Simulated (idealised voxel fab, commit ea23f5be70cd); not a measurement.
The following is a process module called voxel transistor to metal.
Xsec cut, 150 nm wide, square cell size 5 nm.
Cross-section = grid of square cells, listed top down in bands; band = one or more rows. The entry gives the band's vertical extent as a top height and a bottom height in nm, then its horizontal make-up as materials from left to right, each with a width in nm. "blank" stands for empty space; a single material marked "throughout" fills the band edge to edge. Zero point of the height axis is 0; under it, received wafer = one material. Lowest band: continues down indefinitely, "0 nm and below". When a width is written as two numbers, as in "30 to 40", the first number is the width in the top row of cells of the band and the second is the width in its bottom row, and the width changes by the same amount from each row to the next. Reading "stayed the same" for a step: not a cell of the cross-section changed in it. "Sealed void listing" - sealed voids, min. 8 cells, no opening to top; format: width x height at distance (distance from left edge; nm throughout). Whatever follows a step's settings on its line is a remark the simulator itself makes about that step. The "overlay nm" setting may appear on a step's line; for a step that uses a mask, it gives how far to the right of its planned position the mask lay, and a negative value indicates the left. The remainder of this document consists of a sequence of paired cross-sections. Each pair presents the cross-section prior to one process step together with the cross-section following it, the latter being rendered only as deep as the lowest band that underwent change. The intervening step, together with its settings, is stated beneath each pair. Because the pairs may originate from different runs of this module on the same starting wafer, a given pair is to be read as continuing from the preceding pair only where its entry headed "Pre-processing view" so indicates.
-- Pre-processing view
* 0 nm and below = Si throughout
* Sealed void listing: none
-- Post-Step Section View
* 0 nm to -5 nm = SiO2 throughout
* Rest of section, below -5: as before.
* Sealed void listing: none
Step, pre vs post cross-sections above: op OXIDIZE | depth nm 5
Pre-processing view: after-step cross-section of the pair just above applies.
-- Post-Step Section View
* 10 nm to 0 nm = SiN throughout
* Rest of section, below 0: as before.
* Sealed void listing: none
Step, pre vs post cross-sections above: op CONFORMAL_DEP | material SiN | thk nm 10
Pre-processing view: after-step cross-section of the pair just above applies.
-- Post-Step Section View
* 10 nm to 0 nm = blank 25 nm | SiN 95 nm | blank 30 nm
* Rest of section, below 0: as before.
* Sealed void listing: none
Step, pre vs post cross-sections above: op MASKED_ETCH | tone cover | mask id ACTIVE | width nm 95 | etch materials SiN | depth nm 10 | overlay nm 0
Pre-processing view: after-step cross-section of the pair just above applies.
-- Post-Step Section View
* 10 nm to 0 nm = blank 25 nm | SiN 95 nm | blank 30 nm
* 0 nm to -5 nm = blank 25 nm | SiO2 95 nm | blank 30 nm
* Rest of section, below -5: as before.
* Sealed void listing: none
Step, pre vs post cross-sections above: op MASKED_ETCH | tone cover | mask id ACTIVE | width nm 95 | etch materials SiO2 | depth nm 5 | overlay nm 0
Pre-processing view: after-step cross-section of the pair just above applies.
-- Post-Step Section View
* 10 nm to 0 nm = blank 25 nm | SiN 95 nm | blank 30 nm
* 0 nm to -5 nm = blank 25 nm | SiO2 95 nm | blank 30 nm
* -5 nm to -30 nm = blank 25 nm | Si 95 nm | blank 30 nm
* Rest of section, below -30: as before.
* Sealed void listing: none
Step, pre vs post cross-sections above: op MASKED_ETCH | tone cover | mask id ACTIVE | width nm 95 | etch materials Si | depth nm 25 | overlay nm 0
Pre-processing view: after-step cross-section of the pair just above applies.
-- Post-Step Section View
* 25 nm to 10 nm = SiO2 throughout
* 10 nm to 0 nm = SiO2 25 nm | SiN 95 nm | SiO2 30 nm
* 0 nm to -5 nm = SiO2 throughout
* -5 nm to -30 nm = SiO2 25 nm | Si 95 nm | SiO2 30 nm
* Rest of section, below -30: as before.
* Sealed void listing: none
Step, pre vs post cross-sections above: op FILL_DEP | material SiO2 | thk nm 15
Pre-processing view: after-step cross-section of the pair just above applies.
-- Post-Step Section View
* 10 nm to 0 nm = SiO2 25 nm | SiN 95 nm | SiO2 30 nm
* Rest of section, below 0: as before.
* Sealed void listing: none
Step, pre vs post cross-sections above: op CMP | height nm 10
Pre-processing view: after-step cross-section of the pair just above applies.
-- Post-Step Section View
* 10 nm to 0 nm = blank 25 nm | SiN 95 nm | blank 30 nm
* Rest of section, below 0: as before.
* Sealed void listing: none
Step, pre vs post cross-sections above: op SELECTIVE_ETCH | etch materials SiO2 | depth nm 10
Pre-processing view: after-step cross-section of the pair just above applies.
-- Post-Step Section View
* 0 nm to -5 nm = SiO2 throughout
* Rest of section, below -5: as before.
* Sealed void listing: none
Step, pre vs post cross-sections above: op STRIP | etch materials SiN
Pre-processing view: after-step cross-section of the pair just above applies.
-- Post-Step Section View
* -5 nm to -30 nm = SiO2 25 nm | Si 95 nm | SiO2 30 nm
* Rest of section, below -30: as before.
* Sealed void listing: none
Step, pre vs post cross-sections above: op SELECTIVE_ETCH | etch materials SiO2 | depth nm 5
Pre-processing view: after-step cross-section of the pair just above applies.
-- Post-Step Section View
* -5 nm to -10 nm = SiO2 throughout
* Rest of section, below -10: as before.
* Sealed void listing: none
Step, pre vs post cross-sections above: op OXIDIZE | depth nm 5
Pre-processing view: after-step cross-section of the pair just above applies.
-- Post-Step Section View
* 20 nm to -5 nm = polySi throughout
* Rest of section, below -5: as before.
* Sealed void listing: none
Step, pre vs post cross-sections above: op DIRECTIONAL_DEP | material polySi | thk nm 25
Pre-processing view: after-step cross-section of the pair just above applies.
-- Post-Step Section View
* 35 nm to 20 nm = SiCN throughout
* Rest of section, below 20: as before.
* Sealed void listing: none
Step, pre vs post cross-sections above: op DIRECTIONAL_DEP | material SiCN | thk nm 15
Pre-processing view: after-step cross-section of the pair just above applies.
-- Post-Step Section View
* 55 nm to 35 nm = blank 60 nm | resist 25 nm | blank 65 nm
* Rest of section, below 35: as before.
* Sealed void listing: none
Step, pre vs post cross-sections above: op PATTERN | tone cover | mask id GATE | material resist | width nm 25 | thk nm 20 | overlay nm 0
Pre-processing view: after-step cross-section of the pair just above applies.
-- Post-Step Section View
* 55 nm to 35 nm = blank 60 nm | resist 25 nm | blank 65 nm
* 35 nm to 20 nm = blank 60 nm | SiCN 25 nm | blank 65 nm
* Rest of section, below 20: as before.
* Sealed void listing: none
Step, pre vs post cross-sections above: op DIRECTIONAL_ETCH | etch materials SiCN | depth nm 25
Pre-processing view: after-step cross-section of the pair just above applies.
-- Post-Step Section View
* 55 nm to 35 nm = blank 60 nm | resist 25 nm | blank 65 nm
* 35 nm to 20 nm = blank 60 nm | SiCN 25 nm | blank 65 nm
* 20 nm to -5 nm = blank 60 nm | polySi 25 nm | blank 65 nm
* Rest of section, below -5: as before.
* Sealed void listing: none
Step, pre vs post cross-sections above: op DIRECTIONAL_ETCH | etch materials polySi | depth nm 35
Pre-processing view: after-step cross-section of the pair just above applies.
-- Post-Step Section View
* 35 nm to 20 nm = blank 60 nm | SiCN 25 nm | blank 65 nm
* Rest of section, below 20: as before.
* Sealed void listing: none
Step, pre vs post cross-sections above: op STRIP | etch materials resist
Pre-processing view: after-step cross-section of the pair just above applies.
-- Post-Step Section View
* 40 nm to 35 nm = blank 55 nm | SiO2 35 nm | blank 60 nm
* 35 nm to 20 nm = blank 55 nm | SiO2 5 nm | SiCN 25 nm | SiO2 5 nm | blank 60 nm
* 20 nm to 0 nm = blank 55 nm | SiO2 5 nm | polySi 25 nm | SiO2 5 nm | blank 60 nm
* 0 nm to -5 nm = SiO2 60 nm | polySi 25 nm | SiO2 65 nm
* Rest of section, below -5: as before.
* Sealed void listing: none
Step, pre vs post cross-sections above: op CONFORMAL_DEP | material SiO2 | thk nm 5
Pre-processing view: after-step cross-section of the pair just above applies.
-- Post-Step Section View
* 35 nm to 20 nm = blank 55 nm | SiO2 5 nm | SiCN 25 nm | SiO2 5 nm | blank 60 nm
* 20 nm to -5 nm = blank 55 nm | SiO2 5 nm | polySi 25 nm | SiO2 5 nm | blank 60 nm
* Rest of section, below -5: as before.
* Sealed void listing: none
Step, pre vs post cross-sections above: op DIRECTIONAL_ETCH | etch materials SiO2 | depth nm 5
Pre-processing view: after-step cross-section of the pair just above applies.
-- Post-Step Section View
* 40 nm to 35 nm = blank 50 nm | SiN 45 nm | blank 55 nm
* 35 nm to 20 nm = blank 50 nm | SiN 5 nm | SiO2 5 nm | SiCN 25 nm | SiO2 5 nm | SiN 5 nm | blank 55 nm
* 20 nm to 0 nm = blank 50 nm | SiN 5 nm | SiO2 5 nm | polySi 25 nm | SiO2 5 nm | SiN 5 nm | blank 55 nm
* 0 nm to -5 nm = SiN 55 nm | SiO2 5 nm | polySi 25 nm | SiO2 5 nm | SiN 60 nm
* Rest of section, below -5: as before.
* Sealed void listing: none
Step, pre vs post cross-sections above: op CONFORMAL_DEP | material SiN | thk nm 5
Pre-processing view: after-step cross-section of the pair just above applies.
-- Post-Step Section View
* 35 nm to 20 nm = blank 50 nm | SiN 5 nm | SiO2 5 nm | SiCN 25 nm | SiO2 5 nm | SiN 5 nm | blank 55 nm
* 20 nm to -5 nm = blank 50 nm | SiN 5 nm | SiO2 5 nm | polySi 25 nm | SiO2 5 nm | SiN 5 nm | blank 55 nm
* Rest of section, below -5: as before.
* Sealed void listing: none
Step, pre vs post cross-sections above: op DIRECTIONAL_ETCH | etch materials SiN | depth nm 5
Pre-processing view: after-step cross-section of the pair just above applies.
-- Post-Step Section View
* 35 nm to 30 nm = blank 50 nm | SiN 5 nm | blank 5 nm | SiCN 25 nm | blank 5 nm | SiN 5 nm | blank 55 nm
* 30 nm to 20 nm = blank 50 nm | SiN 5 nm | SiO2 5 nm | SiCN 25 nm | SiO2 5 nm | SiN 5 nm | blank 55 nm
* 20 nm to -5 nm = blank 50 nm | SiN 5 nm | SiO2 5 nm | polySi 25 nm | SiO2 5 nm | SiN 5 nm | blank 55 nm
* -5 nm to -10 nm = blank 50 nm | SiO2 45 nm | blank 55 nm
* Rest of section, below -10: as before.
* Sealed void listing: none
Step, pre vs post cross-sections above: op DIRECTIONAL_ETCH | etch materials SiO2 | depth nm 5
Pre-processing view: after-step cross-section of the pair just above applies.
-- Post-Step Section View
* 35 nm to 30 nm = blank 50 nm | SiN 5 nm | blank 5 nm | SiCN 25 nm | blank 5 nm | SiN 5 nm | blank 55 nm
* 30 nm to 20 nm = blank 50 nm | SiN 5 nm | SiO2 5 nm | SiCN 25 nm | SiO2 5 nm | SiN 5 nm | blank 55 nm
* 20 nm to -5 nm = blank 50 nm | SiN 5 nm | SiO2 5 nm | polySi 25 nm | SiO2 5 nm | SiN 5 nm | blank 55 nm
* -5 nm to -10 nm = blank 50 nm | SiO2 45 nm | blank 55 nm
* -10 nm to -20 nm = SiO2 25 nm | blank 25 nm | Si 45 nm | blank 25 nm | SiO2 30 nm
* Rest of section, below -20: as before.
* Sealed void listing: none
Step, pre vs post cross-sections above: op DIRECTIONAL_ETCH | etch materials Si | depth nm 10
Pre-processing view: after-step cross-section of the pair just above applies.
-- Post-Step Section View
* 35 nm to 30 nm = blank 50 nm | SiN 5 nm | blank 5 nm | SiCN 25 nm | blank 5 nm | SiN 5 nm | blank 55 nm
* 30 nm to 20 nm = blank 50 nm | SiN 5 nm | SiO2 5 nm | SiCN 25 nm | SiO2 5 nm | SiN 5 nm | blank 55 nm
* 20 nm to 0 nm = blank 50 nm | SiN 5 nm | SiO2 5 nm | polySi 25 nm | SiO2 5 nm | SiN 5 nm | blank 55 nm
* 0 nm to -5 nm = blank 40 nm | SiGe 10 nm | SiN 5 nm | SiO2 5 nm | polySi 25 nm | SiO2 5 nm | SiN 5 nm | SiGe 10 nm | blank 45 nm
* -5 nm to -10 nm = blank 40 nm | SiGe 10 nm | SiO2 45 nm | SiGe 10 nm | blank 45 nm
* -10 nm to -20 nm = SiO2 25 nm | SiGe 25 nm | Si 45 nm | SiGe 25 nm | SiO2 30 nm
* Rest of section, below -20: as before.
* Sealed void listing: none
Step, pre vs post cross-sections above: op EPI | material SiGe | thk nm 10
Pre-processing view: after-step cross-section of the pair just above applies.
-- Post-Step Section View
* 45 nm to 35 nm = SiO2 throughout
* 35 nm to 20 nm = SiO2 50 nm | SiN 5 nm | SiO2 5 nm | SiCN 25 nm | SiO2 5 nm | SiN 5 nm | SiO2 55 nm
* 20 nm to 0 nm = SiO2 50 nm | SiN 5 nm | SiO2 5 nm | polySi 25 nm | SiO2 5 nm | SiN 5 nm | SiO2 55 nm
* 0 nm to -5 nm = SiO2 40 nm | SiGe 10 nm | SiN 5 nm | SiO2 5 nm | polySi 25 nm | SiO2 5 nm | SiN 5 nm | SiGe 10 nm | SiO2 45 nm
* -5 nm to -10 nm = SiO2 40 nm | SiGe 10 nm | SiO2 45 nm | SiGe 10 nm | SiO2 45 nm
* Rest of section, below -10: as before.
* Sealed void listing: none
Step, pre vs post cross-sections above: op FILL_DEP | material SiO2 | thk nm 10
Pre-processing view: after-step cross-section of the pair just above applies.
-- Post-Step Section View
* 35 nm to 20 nm = SiO2 50 nm | SiN 5 nm | SiO2 5 nm | SiCN 25 nm | SiO2 5 nm | SiN 5 nm | SiO2 55 nm
* Rest of section, below 20: as before.
* Sealed void listing: none
Step, pre vs post cross-sections above: op CMP | height nm 35
Pre-processing view: after-step cross-section of the pair just above applies.
-- Post-Step Section View
* 45 nm to 35 nm = SiO2 throughout
* Rest of section, below 35: as before.
* Sealed void listing: none
Step, pre vs post cross-sections above: op DIRECTIONAL_DEP | material SiO2 | thk nm 10
Pre-processing view: after-step cross-section of the pair just above applies.
-- Post-Step Section View
* 45 nm to 35 nm = SiO2 30 nm | blank 25 nm | SiO2 35 nm | blank 25 nm | SiO2 35 nm
* 35 nm to 20 nm = SiO2 30 nm | blank 20 nm | SiN 5 nm | SiO2 5 nm | SiCN 25 nm | SiO2 5 nm | SiN 5 nm | blank 20 nm | SiO2 35 nm
* 20 nm to 0 nm = SiO2 30 nm | blank 20 nm | SiN 5 nm | SiO2 5 nm | polySi 25 nm | SiO2 5 nm | SiN 5 nm | blank 20 nm | SiO2 35 nm
* 0 nm to -5 nm = SiO2 30 nm | blank 10 nm | SiGe 10 nm | SiN 5 nm | SiO2 5 nm | polySi 25 nm | SiO2 5 nm | SiN 5 nm | SiGe 10 nm | blank 10 nm | SiO2 35 nm
* -5 nm to -10 nm = SiO2 30 nm | blank 10 nm | SiGe 10 nm | SiO2 45 nm | SiGe 10 nm | blank 10 nm | SiO2 35 nm
* Rest of section, below -10: as before.
* Sealed void listing: none
Step, pre vs post cross-sections above: op MASKED_ETCH | tone open | mask id CONTACT | width nm 25 | pitch nm 60 | etch materials SiO2 | depth nm 55 | overlay nm 0
Pre-processing view: after-step cross-section of the pair just above applies.
-- Post-Step Section View
* 50 nm to 45 nm = TiN 35 nm | blank 15 nm | TiN 45 nm | blank 15 nm | TiN 40 nm
* 45 nm to 35 nm = SiO2 30 nm | TiN 5 nm | blank 15 to 10 nm | TiN 5 to 10 nm | SiO2 35 nm | TiN 5 to 10 nm | blank 15 to 10 nm | TiN 5 nm | SiO2 35 nm
* 35 nm to 20 nm = SiO2 30 nm | TiN 5 nm | blank 10 nm | TiN 5 nm | SiN 5 nm | SiO2 5 nm | SiCN 25 nm | SiO2 5 nm | SiN 5 nm | TiN 5 nm | blank 10 nm | TiN 5 nm | SiO2 35 nm
* 20 nm to 5 nm = SiO2 30 nm | TiN 5 nm | blank 10 nm | TiN 5 nm | SiN 5 nm | SiO2 5 nm | polySi 25 nm | SiO2 5 nm | SiN 5 nm | TiN 5 nm | blank 10 nm | TiN 5 nm | SiO2 35 nm
* 5 nm to 0 nm = SiO2 30 nm | TiN 20 nm | SiN 5 nm | SiO2 5 nm | polySi 25 nm | SiO2 5 nm | SiN 5 nm | TiN 20 nm | SiO2 35 nm
* 0 nm to -5 nm = SiO2 30 nm | TiN 10 nm | SiGe 10 nm | SiN 5 nm | SiO2 5 nm | polySi 25 nm | SiO2 5 nm | SiN 5 nm | SiGe 10 nm | TiN 10 nm | SiO2 35 nm
* -5 nm to -10 nm = SiO2 30 nm | TiN 10 nm | SiGe 10 nm | SiO2 45 nm | SiGe 10 nm | TiN 10 nm | SiO2 35 nm
* Rest of section, below -10: as before.
* Sealed void listing: none
Step, pre vs post cross-sections above: op CONFORMAL_DEP | material TiN | thk nm 5
Pre-processing view: after-step cross-section of the pair just above applies.
-- Post-Step Section View
* 55 nm to 50 nm = Ru throughout
* 50 nm to 45 nm = TiN 35 nm | Ru 15 nm | TiN 45 nm | Ru 15 nm | TiN 40 nm
* 45 nm to 35 nm = SiO2 30 nm | TiN 5 nm | Ru 15 to 10 nm | TiN 5 to 10 nm | SiO2 35 nm | TiN 5 to 10 nm | Ru 15 to 10 nm | TiN 5 nm | SiO2 35 nm
* 35 nm to 20 nm = SiO2 30 nm | TiN 5 nm | Ru 10 nm | TiN 5 nm | SiN 5 nm | SiO2 5 nm | SiCN 25 nm | SiO2 5 nm | SiN 5 nm | TiN 5 nm | Ru 10 nm | TiN 5 nm | SiO2 35 nm
* 20 nm to 5 nm = SiO2 30 nm | TiN 5 nm | Ru 10 nm | TiN 5 nm | SiN 5 nm | SiO2 5 nm | polySi 25 nm | SiO2 5 nm | SiN 5 nm | TiN 5 nm | Ru 10 nm | TiN 5 nm | SiO2 35 nm
* Rest of section, below 5: as before.
* Sealed void listing: none
Step, pre vs post cross-sections above: op FILL_DEP | material Ru | thk nm 5
Pre-processing view: after-step cross-section of the pair just above applies.
-- Post-Step Section View
* 45 nm to 35 nm = SiO2 30 nm | TiN 5 nm | Ru 15 to 10 nm | TiN 5 to 10 nm | SiO2 35 nm | TiN 5 to 10 nm | Ru 15 to 10 nm | TiN 5 nm | SiO2 35 nm
* Rest of section, below 35: as before.
* Sealed void listing: none
Step, pre vs post cross-sections above: op CMP | height nm 45
Pre-processing view: after-step cross-section of the pair just above applies.
-- Post-Step Section View
* 50 nm to 45 nm = TiN throughout
* Rest of section, below 45: as before.
* Sealed void listing: none
Step, pre vs post cross-sections above: op DIRECTIONAL_DEP | material TiN | thk nm 5
Pre-processing view: after-step cross-section of the pair just above applies.
-- Post-Step Section View
* 70 nm to 50 nm = Ru throughout
* Rest of section, below 50: as before.
* Sealed void listing: none
Step, pre vs post cross-sections above: op DIRECTIONAL_DEP | material Ru | thk nm 20
Pre-processing view: after-step cross-section of the pair just above applies.
-- Post-Step Section View
* 90 nm to 70 nm = blank 30 nm | resist 15 nm | blank 55 nm | resist 15 nm | blank 35 nm
* Rest of section, below 70: as before.
* Sealed void listing: none
Step, pre vs post cross-sections above: op PATTERN | tone cover | mask id METAL_1 | material resist | width nm 15 | pitch nm 70 | thk nm 20 | overlay nm 0
Pre-processing view: after-step cross-section of the pair just above applies.
-- Post-Step Section View
* 90 nm to 70 nm = blank 30 nm | resist 15 nm | blank 55 nm | resist 15 nm | blank 35 nm
* 70 nm to 50 nm = blank 30 nm | Ru 15 nm | blank 55 nm | Ru 15 nm | blank 35 nm
* Rest of section, below 50: as before.
* Sealed void listing: none
Step, pre vs post cross-sections above: op DIRECTIONAL_ETCH | etch materials Ru | depth nm 20
Pre-processing view: after-step cross-section of the pair just above applies.
-- Post-Step Section View
* 90 nm to 70 nm = blank 30 nm | resist 15 nm | blank 55 nm | resist 15 nm | blank 35 nm
* 70 nm to 50 nm = blank 30 nm | Ru 15 nm | blank 55 nm | Ru 15 nm | blank 35 nm
* 50 nm to 45 nm = blank 30 nm | TiN 15 nm | blank 55 nm | TiN 15 nm | blank 35 nm
* Rest of section, below 45: as before.
* Sealed void listing: none
Step, pre vs post cross-sections above: op DIRECTIONAL_ETCH | etch materials TiN | depth nm 5
Pre-processing view: after-step cross-section of the pair just above applies.
-- Post-Step Section View
* 70 nm to 50 nm = blank 30 nm | Ru 15 nm | blank 55 nm | Ru 15 nm | blank 35 nm
* Rest of section, below 50: as before.
* Sealed void listing: none
Step, pre vs post cross-sections above: op STRIP | etch materials resist
Pre-processing view: after-step cross-section of the pair just above applies.
-- Post-Step Section View
* 75 nm to 70 nm = blank 25 nm | SiN 25 nm | blank 45 nm | SiN 25 nm | blank 30 nm
* 70 nm to 50 nm = blank 25 nm | SiN 5 nm | Ru 15 nm | SiN 5 nm | blank 45 nm | SiN 5 nm | Ru 15 nm | SiN 5 nm | blank 30 nm
* 50 nm to 45 nm = SiN 30 nm | TiN 15 nm | SiN 55 nm | TiN 15 nm | SiN 35 nm
* Rest of section, below 45: as before.
* Sealed void listing: none
Step, pre vs post cross-sections above: op CONFORMAL_DEP | material SiN | thk nm 5
Pre-processing view: after-step cross-section of the pair just above applies.
-- Post-Step Section View
* 80 nm to 75 nm = SiO2 throughout
* 75 nm to 70 nm = SiO2 25 nm | SiN 25 nm | SiO2 45 nm | SiN 25 nm | SiO2 30 nm
* 70 nm to 50 nm = SiO2 25 nm | SiN 5 nm | Ru 15 nm | SiN 5 nm | SiO2 45 nm | SiN 5 nm | Ru 15 nm | SiN 5 nm | SiO2 30 nm
* Rest of section, below 50: as before.
* Sealed void listing: none
Step, pre vs post cross-sections above: op FILL_DEP | material SiO2 | thk nm 5
Pre-processing view: after-step cross-section of the pair just above applies.
-- Post-Step Section View
* 70 nm to 50 nm = SiO2 25 nm | SiN 5 nm | Ru 15 nm | SiN 5 nm | SiO2 45 nm | SiN 5 nm | Ru 15 nm | SiN 5 nm | SiO2 30 nm
* Rest of section, below 50: as before.
* Sealed void listing: none
Step, pre vs post cross-sections above: op CMP | height nm 70
Pre-processing view: after-step cross-section of the pair just above applies.
-- Post-Step Section View
* 75 nm to 70 nm = SiN throughout
* Rest of section, below 70: as before.
* Sealed void listing: none
Step, pre vs post cross-sections above: op CONFORMAL_DEP | material SiN | thk nm 5
-- Pre-processing view
* 35 nm to 20 nm = blank 60 nm | SiCN 25 nm | blank 65 nm
* 20 nm to -5 nm = blank 60 nm | polySi 25 nm | blank 65 nm
* -5 nm to -10 nm = SiO2 throughout
* -10 nm to -30 nm = SiO2 25 nm | Si 95 nm | SiO2 30 nm
* -30 nm and below = Si throughout
* Sealed void listing: none
-- Post-Step Section View
* 35 nm to 20 nm = blank 60 nm | SiCN 25 nm | blank 65 nm
* 20 nm to -5 nm = blank 60 nm | polySi 25 nm | blank 65 nm
* -5 nm to -10 nm = blank 60 nm | SiO2 25 nm | blank 65 nm
* Rest of section, below -10: as before.
* Sealed void listing: none
Step, pre vs post cross-sections above: op DIRECTIONAL_ETCH | etch materials SiO2 | depth nm 5
Pre-processing view: after-step cross-section of the pair just above applies.
-- Post-Step Section View
* 40 nm to 35 nm = blank 55 nm | SiN 35 nm | blank 60 nm
* 35 nm to 20 nm = blank 55 nm | SiN 5 nm | SiCN 25 nm | SiN 5 nm | blank 60 nm
* 20 nm to -5 nm = blank 55 nm | SiN 5 nm | polySi 25 nm | SiN 5 nm | blank 60 nm
* -5 nm to -10 nm = SiN 60 nm | SiO2 25 nm | SiN 65 nm
* Rest of section, below -10: as before.
* Sealed void listing: none
Step, pre vs post cross-sections above: op CONFORMAL_DEP | material SiN | thk nm 5
Pre-processing view: after-step cross-section of the pair just above applies.
-- Post-Step Section View
* 35 nm to 20 nm = blank 55 nm | SiN 5 nm | SiCN 25 nm | SiN 5 nm | blank 60 nm
* 20 nm to -5 nm = blank 55 nm | SiN 5 nm | polySi 25 nm | SiN 5 nm | blank 60 nm
* -5 nm to -10 nm = blank 55 nm | SiN 5 nm | SiO2 25 nm | SiN 5 nm | blank 60 nm
* Rest of section, below -10: as before.
* Sealed void listing: none
Step, pre vs post cross-sections above: op DIRECTIONAL_ETCH | etch materials SiN | depth nm 5
Pre-processing view: after-step cross-section of the pair just above applies.
-- Post-Step Section View
* 35 nm to 20 nm = blank 55 nm | SiN 5 nm | SiCN 25 nm | SiN 5 nm | blank 60 nm
* 20 nm to -5 nm = blank 55 nm | SiN 5 nm | polySi 25 nm | SiN 5 nm | blank 60 nm
* -5 nm to -10 nm = blank 55 nm | SiN 5 nm | SiO2 25 nm | SiN 5 nm | blank 60 nm
* -10 nm to -15 nm = blank 25 nm | Si 95 nm | blank 30 nm
* Rest of section, below -15: as before.
* Sealed void listing: none
Step, pre vs post cross-sections above: op DIRECTIONAL_ETCH | etch materials SiO2 | depth nm 5
Pre-processing view: after-step cross-section of the pair just above applies.
-- Post-Step Section View
* 35 nm to 20 nm = blank 55 nm | SiN 5 nm | SiCN 25 nm | SiN 5 nm | blank 60 nm
* 20 nm to -5 nm = blank 55 nm | SiN 5 nm | polySi 25 nm | SiN 5 nm | blank 60 nm
* -5 nm to -10 nm = blank 55 nm | SiN 5 nm | SiO2 25 nm | SiN 5 nm | blank 60 nm
* -10 nm to -15 nm = blank 55 nm | Si 35 nm | blank 60 nm
* -15 nm to -20 nm = SiO2 25 nm | blank 30 nm | Si 35 nm | blank 30 nm | SiO2 30 nm
* Rest of section, below -20: as before.
* Sealed void listing: none
Step, pre vs post cross-sections above: op DIRECTIONAL_ETCH | etch materials Si | depth nm 10
Pre-processing view: after-step cross-section of the pair just above applies.
-- Post-Step Section View
* 35 nm to 20 nm = blank 55 nm | SiN 5 nm | SiCN 25 nm | SiN 5 nm | blank 60 nm
* 20 nm to 0 nm = blank 55 nm | SiN 5 nm | polySi 25 nm | SiN 5 nm | blank 60 nm
* 0 nm to -5 nm = blank 45 nm | SiGe 10 nm | SiN 5 nm | polySi 25 nm | SiN 5 nm | SiGe 10 nm | blank 50 nm
* -5 nm to -10 nm = blank 45 nm | SiGe 10 nm | SiN 5 nm | SiO2 25 nm | SiN 5 nm | SiGe 10 nm | blank 50 nm
* -10 nm to -15 nm = blank 20 nm | SiGe 35 nm | Si 35 nm | SiGe 35 nm | blank 25 nm
* -15 nm to -20 nm = SiO2 25 nm | SiGe 30 nm | Si 35 nm | SiGe 30 nm | SiO2 30 nm
* Rest of section, below -20: as before.
* Sealed void listing: none
Step, pre vs post cross-sections above: op EPI | material SiGe | thk nm 10
Pre-processing view: after-step cross-section of the pair just above applies.
-- Post-Step Section View
* 45 nm to 35 nm = SiO2 throughout
* 35 nm to 20 nm = SiO2 55 nm | SiN 5 nm | SiCN 25 nm | SiN 5 nm | SiO2 60 nm
* 20 nm to 0 nm = SiO2 55 nm | SiN 5 nm | polySi 25 nm | SiN 5 nm | SiO2 60 nm
* 0 nm to -5 nm = SiO2 45 nm | SiGe 10 nm | SiN 5 nm | polySi 25 nm | SiN 5 nm | SiGe 10 nm | SiO2 50 nm
* -5 nm to -10 nm = SiO2 45 nm | SiGe 10 nm | SiN 5 nm | SiO2 25 nm | SiN 5 nm | SiGe 10 nm | SiO2 50 nm
* -10 nm to -20 nm = SiO2 20 to 25 nm | SiGe 35 to 30 nm | Si 35 nm | SiGe 35 to 30 nm | SiO2 25 to 30 nm
* Rest of section, below -20: as before.
* Sealed void listing: none
Step, pre vs post cross-sections above: op FILL_DEP | material SiO2 | thk nm 10
Pre-processing view: after-step cross-section of the pair just above applies.
-- Post-Step Section View
* 35 nm to 20 nm = SiO2 55 nm | SiN 5 nm | SiCN 25 nm | SiN 5 nm | SiO2 60 nm
* Rest of section, below 20: as before.
* Sealed void listing: none
Step, pre vs post cross-sections above: op CMP | height nm 35
Pre-processing view: after-step cross-section of the pair just above applies.
-- Post-Step Section View
* 45 nm to 35 nm = SiO2 throughout
* Rest of section, below 35: as before.
* Sealed void listing: none
Step, pre vs post cross-sections above: op DIRECTIONAL_DEP | material SiO2 | thk nm 10
Pre-processing view: after-step cross-section of the pair just above applies.
-- Post-Step Section View
* 45 nm to 35 nm = SiO2 30 nm | blank 25 nm | SiO2 35 nm | blank 25 nm | SiO2 35 nm
* 35 nm to 20 nm = SiO2 30 nm | blank 25 nm | SiN 5 nm | SiCN 25 nm | SiN 5 nm | blank 25 nm | SiO2 35 nm
* 20 nm to 0 nm = SiO2 30 nm | blank 25 nm | SiN 5 nm | polySi 25 nm | SiN 5 nm | blank 25 nm | SiO2 35 nm
* 0 nm to -5 nm = SiO2 30 nm | blank 15 nm | SiGe 10 nm | SiN 5 nm | polySi 25 nm | SiN 5 nm | SiGe 10 nm | blank 15 nm | SiO2 35 nm
* -5 nm to -10 nm = SiO2 30 nm | blank 15 nm | SiGe 10 nm | SiN 5 nm | SiO2 25 nm | SiN 5 nm | SiGe 10 nm | blank 15 nm | SiO2 35 nm
* Rest of section, below -10: as before.
* Sealed void listing: none
Step, pre vs post cross-sections above: op MASKED_ETCH | tone open | mask id CONTACT | width nm 25 | pitch nm 60 | etch materials SiO2 | depth nm 55 | overlay nm 0
Pre-processing view: after-step cross-section of the pair just above applies.
-- Post-Step Section View
* 50 nm to 45 nm = TiN 35 nm | blank 15 nm | TiN 45 nm | blank 15 nm | TiN 40 nm
* 45 nm to 35 nm = SiO2 30 nm | TiN 5 nm | blank 15 nm | TiN 5 nm | SiO2 35 nm | TiN 5 nm | blank 15 nm | TiN 5 nm | SiO2 35 nm
* 35 nm to 20 nm = SiO2 30 nm | TiN 5 nm | blank 15 nm | TiN 5 nm | SiN 5 nm | SiCN 25 nm | SiN 5 nm | TiN 5 nm | blank 15 nm | TiN 5 nm | SiO2 35 nm
* 20 nm to 5 nm = SiO2 30 nm | TiN 5 nm | blank 15 nm | TiN 5 nm | SiN 5 nm | polySi 25 nm | SiN 5 nm | TiN 5 nm | blank 15 nm | TiN 5 nm | SiO2 35 nm
* 5 nm to 0 nm = SiO2 30 nm | TiN 5 nm | blank 5 nm | TiN 15 nm | SiN 5 nm | polySi 25 nm | SiN 5 nm | TiN 15 nm | blank 5 nm | TiN 5 nm | SiO2 35 nm
* 0 nm to -5 nm = SiO2 30 nm | TiN 5 nm | blank 5 nm | TiN 5 nm | SiGe 10 nm | SiN 5 nm | polySi 25 nm | SiN 5 nm | SiGe 10 nm | TiN 5 nm | blank 5 nm | TiN 5 nm | SiO2 35 nm
* -5 nm to -10 nm = SiO2 30 nm | TiN 15 nm | SiGe 10 nm | SiN 5 nm | SiO2 25 nm | SiN 5 nm | SiGe 10 nm | TiN 15 nm | SiO2 35 nm
* Rest of section, below -10: as before.
* Sealed void listing: none
Step, pre vs post cross-sections above: op CONFORMAL_DEP | material TiN | thk nm 5
